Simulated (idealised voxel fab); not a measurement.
process module | voxel local oxidation
cross-section cut | 255 nm wide | cells 5 nm
A cross-section is a grid of square cells, given in bands from the top down. A band is one or more rows of cells.
Each band's line starts with the height of the band's top and of its bottom, in nm. Then come its materials from left to right, each with its width in nm. One material with "throughout" fills the band from edge to edge. "air" is empty space.
Height 0 is the level under which the wafer as received is all one material. The lowest band goes on downwards, as in "0 down".
A width such as "30 to 40" changes by the same amount from each row of cells to the next, from the band's top row to its bottom row.
"no change" after a step means that no cell of the cross-section changed.
closed voids: empty space of 8 cells or more with no open way to the top, each as width x height at its distance from the left edge, in nm
after a step's settings: what the simulator itself notes on the step
overlay nm, on a step with a mask: how far to the right of its planned place the mask lay; to the left if negative
plan
1 op RECEIVE | material Si
2 op CONFORMAL_DEP | material SiO2 | thk nm 5
3 op CONFORMAL_DEP | material SiN | thk nm 15
4 op DIRECTIONAL_DEP | material aC | thk nm 15
5 op PATTERN | tone cover | mask id ACTIVE | material resist | width nm 130 | thk nm 35 | overlay nm 0
6 op DIRECTIONAL_ETCH | etch materials aC | depth nm 15
7 op STRIP | etch materials resist
8 op DIRECTIONAL_ETCH | etch materials SiN | depth nm 15
9 op STRIP | etch materials aC
10 op SELECTIVE_ETCH | etch materials SiO2 | depth nm 5
11 op OXIDIZE | depth nm 15
12 op STRIP | etch materials SiN
as received, after step 1
  0 down: Si throughout
  closed voids: none
a wafer at the end: this start, this plan, one mistake
  30 to 20: SiO2 throughout
  20 to 5: SiN throughout
  5 to 0: SiO2 throughout
  0 down: Si throughout
  closed voids: none
what went wrong: step 4 ran as: op DIRECTIONAL_DEP | material SiO2 | thk nm 15
